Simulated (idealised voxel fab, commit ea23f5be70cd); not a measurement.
Process module, titled voxel self aligned vias
Section shown: cut. Width: 175 nm. Cell size: 5 nm, square.
For the purposes of this document, a cross-section shall be understood as a grid of square cells, specified as bands listed in top-to-bottom order, each band consisting of one or more rows of cells.
Band: top and bottom heights (nm) first, top before bottom; then materials from left to right, widths in nm. "full width" marks a sole material filling the band edge to edge. "empty" denotes empty space.
The level at which height equals 0 is the one under which the wafer, as it arrives, is entirely one material. No lower edge exists for the bottom band, which continues downward and is notated as in "0 -> down".
It should be noted that a width expressed as "30 to 40" varies in equal increments from row to row of cells within the band, taking the value of the first number at the top row and that of the second number at the bottom row.
Step note "nothing was modified" = no cross-section cell changed.
Empty spaces without an open route to the top, at least 8 cells in extent, make up the entry "Enclosed void catalog"; each is given as width x height at distance, where the distance is measured from the left edge, and all are in nm.
Whatever follows a step's settings on its line is a remark the simulator itself makes about that step.
The optional step-line setting "overlay nm" applies to steps with a mask and quantifies how far to the right of its planned location the mask lay, a negative value indicating leftward placement.
# The planned process steps are enumerated hereunder
1: RECEIVE | material Si
2: CONFORMAL_DEP | material SiO2 | thk nm 10
3: CONFORMAL_DEP | material SiCN | thk nm 5
4: DIRECTIONAL_DEP | material lowk | thk nm 30
5: PATTERN | tone open | mask id LINES | material resist | width nm 30 | pitch nm 65 | thk nm 15 | overlay nm 0
6: DIRECTIONAL_ETCH | etch materials lowk | depth nm 30
7: STRIP | etch materials resist
8: CONFORMAL_DEP | material TiN | thk nm 5
9: FILL_DEP | material W | thk nm 10
10: CMP | height nm 45
11: SELECTIVE_ETCH | etch materials W Ru TiN | depth nm 10
12: FILL_DEP | material SiN | thk nm 5
13: CMP | height nm 45
14: DIRECTIONAL_DEP | material lowk | thk nm 20
15: PATTERN | tone open | mask id VIAS | material resist | width nm 40 | thk nm 20 | overlay nm 0
16: DIRECTIONAL_ETCH | etch materials lowk | depth nm 20
17: DIRECTIONAL_ETCH | etch materials SiN | depth nm 10
18: STRIP | etch materials resist
19: CONFORMAL_DEP | material TiN | thk nm 5
20: FILL_DEP | material Cu | thk nm 10
21: CMP | height nm 65
22: CONFORMAL_DEP | material SiN | thk nm 5
# First wafer out of two, processed as planned
# Cross-section, incoming material, after step 1
	0 -> down = Si full width
	Enclosed void catalog: none
# Take a look at the wafer's cross-section after step 2
	10 -> 0 = SiO2 full width
	Under the height 0 nothing was changed.
# Take a look at the wafer's cross-section after step 3
	15 -> 10 = SiCN full width
	Under the height 10 nothing was changed.
# Take a look at the wafer's cross-section after step 4
	45 -> 15 = lowk full width
	Under the height 15 nothing was changed.
# Take a look at the wafer's cross-section after step 5
	60 -> 45 = 40 nm resist, 30 nm empty, 35 nm resist, 30 nm empty, 40 nm resist
	Under the height 45 nothing was changed.
# Take a look at the wafer's cross-section after step 6
	60 -> 45 = 40 nm resist, 30 nm empty, 35 nm resist, 30 nm empty, 40 nm resist
	45 -> 15 = 40 nm lowk, 30 nm empty, 35 nm lowk, 30 nm empty, 40 nm lowk
	Under the height 15 nothing was changed.
# Take a look at the wafer's cross-section after step 7
	45 -> 15 = 40 nm lowk, 30 nm empty, 35 nm lowk, 30 nm empty, 40 nm lowk
	Under the height 15 nothing was changed.
# Take a look at the wafer's cross-section after step 8
	50 -> 45 = 45 nm TiN, 20 nm empty, 45 nm TiN, 20 nm empty, 45 nm TiN
	45 -> 20 = 40 nm lowk, 5 nm TiN, 20 nm empty, 5 nm TiN, 35 nm lowk, 5 nm TiN, 20 nm empty, 5 nm TiN, 40 nm lowk
	20 -> 15 = 40 nm lowk, 30 nm TiN, 35 nm lowk, 30 nm TiN, 40 nm lowk
	Under the height 15 nothing was changed.
# Take a look at the wafer's cross-section after step 9
	60 -> 50 = W full width
	50 -> 45 = 45 nm TiN, 20 nm W, 45 nm TiN, 20 nm W, 45 nm TiN
	45 -> 20 = 40 nm lowk, 5 nm TiN, 20 nm W, 5 nm TiN, 35 nm lowk, 5 nm TiN, 20 nm W, 5 nm TiN, 40 nm lowk
	Under the height 20 nothing was changed.
# Take a look at the wafer's cross-section after step 10
	45 -> 20 = 40 nm lowk, 5 nm TiN, 20 nm W, 5 nm TiN, 35 nm lowk, 5 nm TiN, 20 nm W, 5 nm TiN, 40 nm lowk
	Under the height 20 nothing was changed.
# Take a look at the wafer's cross-section after step 11
	45 -> 35 = 40 nm lowk, 30 nm empty, 35 nm lowk, 30 nm empty, 40 nm lowk
	Under the height 35 nothing was changed.
# Take a look at the wafer's cross-section after step 12
	50 -> 45 = SiN full width
	45 -> 35 = 40 nm lowk, 30 nm SiN, 35 nm lowk, 30 nm SiN, 40 nm lowk
	Under the height 35 nothing was changed.
# Take a look at the wafer's cross-section after step 13
	45 -> 35 = 40 nm lowk, 30 nm SiN, 35 nm lowk, 30 nm SiN, 40 nm lowk
	Under the height 35 nothing was changed.
# Take a look at the wafer's cross-section after step 14
	65 -> 45 = lowk full width
	Under the height 45 nothing was changed.
# Take a look at the wafer's cross-section after step 15
	85 -> 65 = 35 nm resist, 40 nm empty, 100 nm resist
	Under the height 65 nothing was changed.
# Take a look at the wafer's cross-section after step 16
	85 -> 65 = 35 nm resist, 40 nm empty, 100 nm resist
	65 -> 45 = 35 nm lowk, 40 nm empty, 100 nm lowk
	Under the height 45 nothing was changed.
# Take a look at the wafer's cross-section after step 17
	85 -> 65 = 35 nm resist, 40 nm empty, 100 nm resist
	65 -> 45 = 35 nm lowk, 40 nm empty, 100 nm lowk
	45 -> 35 = 40 nm lowk, 30 nm empty, 35 nm lowk, 30 nm SiN, 40 nm lowk
	Under the height 35 nothing was changed.
# Take a look at the wafer's cross-section after step 18
	65 -> 45 = 35 nm lowk, 40 nm empty, 100 nm lowk
	Under the height 45 nothing was changed.
# Take a look at the wafer's cross-section after step 19
	70 -> 65 = 40 nm TiN, 30 nm empty, 105 nm TiN
	65 -> 50 = 35 nm lowk, 5 nm TiN, 30 nm empty, 5 nm TiN, 100 nm lowk
	50 -> 45 = 35 nm lowk, 10 nm TiN, 20 nm empty, 10 nm TiN, 100 nm lowk
	45 -> 40 = 40 nm lowk, 5 nm TiN, 20 nm empty, 5 nm TiN, 35 nm lowk, 30 nm SiN, 40 nm lowk
	40 -> 35 = 40 nm lowk, 30 nm TiN, 35 nm lowk, 30 nm SiN, 40 nm lowk
	Under the height 35 nothing was changed.
# Take a look at the wafer's cross-section after step 20
	80 -> 70 = Cu full width
	70 -> 65 = 40 nm TiN, 30 nm Cu, 105 nm TiN
	65 -> 50 = 35 nm lowk, 5 nm TiN, 30 nm Cu, 5 nm TiN, 100 nm lowk
	50 -> 45 = 35 nm lowk, 10 nm TiN, 20 nm Cu, 10 nm TiN, 100 nm lowk
	45 -> 40 = 40 nm lowk, 5 nm TiN, 20 nm Cu, 5 nm TiN, 35 nm lowk, 30 nm SiN, 40 nm lowk
	Under the height 40 nothing was changed.
# Take a look at the wafer's cross-section after step 21
	65 -> 50 = 35 nm lowk, 5 nm TiN, 30 nm Cu, 5 nm TiN, 100 nm lowk
	Under the height 50 nothing was changed.
# Take a look at the wafer's cross-section after step 22
	70 -> 65 = SiN full width
	Under the height 65 nothing was changed.
# Companion wafer, the second of two: same beginning, same intended sequence, one mistake in carrying it out; through step 7 inclusive it tracks the first exactly
# Planned end of step 8: second wafer, cross-section
	50 -> 45 = 45 nm SiN, 20 nm empty, 45 nm SiN, 20 nm empty, 45 nm SiN
	45 -> 20 = 40 nm lowk, 5 nm SiN, 20 nm empty, 5 nm SiN, 35 nm lowk, 5 nm SiN, 20 nm empty, 5 nm SiN, 40 nm lowk
	20 -> 15 = 40 nm lowk, 30 nm SiN, 35 nm lowk, 30 nm SiN, 40 nm lowk
	Under the height 15 nothing was changed.
# Planned end of step 9: second wafer, cross-section
	60 -> 50 = W full width
	50 -> 45 = 45 nm SiN, 20 nm W, 45 nm SiN, 20 nm W, 45 nm SiN
	45 -> 20 = 40 nm lowk, 5 nm SiN, 20 nm W, 5 nm SiN, 35 nm lowk, 5 nm SiN, 20 nm W, 5 nm SiN, 40 nm lowk
	Under the height 20 nothing was changed.
# Planned end of step 10: second wafer, cross-section
	45 -> 20 = 40 nm lowk, 5 nm SiN, 20 nm W, 5 nm SiN, 35 nm lowk, 5 nm SiN, 20 nm W, 5 nm SiN, 40 nm lowk
	Under the height 20 nothing was changed.
# Planned end of step 11: second wafer, cross-section
	45 -> 35 = 40 nm lowk, 5 nm SiN, 20 nm empty, 5 nm SiN, 35 nm lowk, 5 nm SiN, 20 nm empty, 5 nm SiN, 40 nm lowk
	Under the height 35 nothing was changed.
# Planned end of step 12: second wafer, cross-section
	50 -> 45 = SiN full width
	45 -> 35 = 40 nm lowk, 30 nm SiN, 35 nm lowk, 30 nm SiN, 40 nm lowk
	Under the height 35 nothing was changed.
# Planned end of step 13: second wafer, cross-section
	45 -> 35 = 40 nm lowk, 30 nm SiN, 35 nm lowk, 30 nm SiN, 40 nm lowk
	Under the height 35 nothing was changed.
# Planned end of step 14: second wafer, cross-section
	65 -> 45 = lowk full width
	Under the height 45 nothing was changed.
# Planned end of step 15: second wafer, cross-section
	85 -> 65 = 35 nm resist, 40 nm empty, 100 nm resist
	Under the height 65 nothing was changed.
# Planned end of step 16: second wafer, cross-section
	85 -> 65 = 35 nm resist, 40 nm empty, 100 nm resist
	65 -> 45 = 35 nm lowk, 40 nm empty, 100 nm lowk
	Under the height 45 nothing was changed.
# Planned end of step 17: second wafer, cross-section
	85 -> 65 = 35 nm resist, 40 nm empty, 100 nm resist
	65 -> 45 = 35 nm lowk, 40 nm empty, 100 nm lowk
	45 -> 35 = 40 nm lowk, 30 nm empty, 35 nm lowk, 30 nm SiN, 40 nm lowk
	Under the height 35 nothing was changed.
# Planned end of step 18: second wafer, cross-section
	65 -> 45 = 35 nm lowk, 40 nm empty, 100 nm lowk
	Under the height 45 nothing was changed.
# Planned end of step 19: second wafer, cross-section
	70 -> 65 = 40 nm TiN, 30 nm empty, 105 nm TiN
	65 -> 50 = 35 nm lowk, 5 nm TiN, 30 nm empty, 5 nm TiN, 100 nm lowk
	50 -> 45 = 35 nm lowk, 10 nm TiN, 20 nm empty, 10 nm TiN, 100 nm lowk
	45 -> 40 = 40 nm lowk, 5 nm TiN, 20 nm empty, 5 nm TiN, 35 nm lowk, 30 nm SiN, 40 nm lowk
	40 -> 35 = 40 nm lowk, 30 nm TiN, 35 nm lowk, 30 nm SiN, 40 nm lowk
	Under the height 35 nothing was changed.
# Planned end of step 20: second wafer, cross-section
	80 -> 70 = Cu full width
	70 -> 65 = 40 nm TiN, 30 nm Cu, 105 nm TiN
	65 -> 50 = 35 nm lowk, 5 nm TiN, 30 nm Cu, 5 nm TiN, 100 nm lowk
	50 -> 45 = 35 nm lowk, 10 nm TiN, 20 nm Cu, 10 nm TiN, 100 nm lowk
	45 -> 40 = 40 nm lowk, 5 nm TiN, 20 nm Cu, 5 nm TiN, 35 nm lowk, 30 nm SiN, 40 nm lowk
	Under the height 40 nothing was changed.
# Planned end of step 21: second wafer, cross-section
	65 -> 50 = 35 nm lowk, 5 nm TiN, 30 nm Cu, 5 nm TiN, 100 nm lowk
	Under the height 50 nothing was changed.
# Planned end of step 22: second wafer, cross-section
	70 -> 65 = SiN full width
	Under the height 65 nothing was changed.
What was done differently from what was planned? note that step 8 departed from the planned setting and was carried out as CONFORMAL_DEP | material SiN | thk nm 5
Final comparison by cell count, materials where the second wafer has more or fewer than the first: +24 SiN; -24 TiN
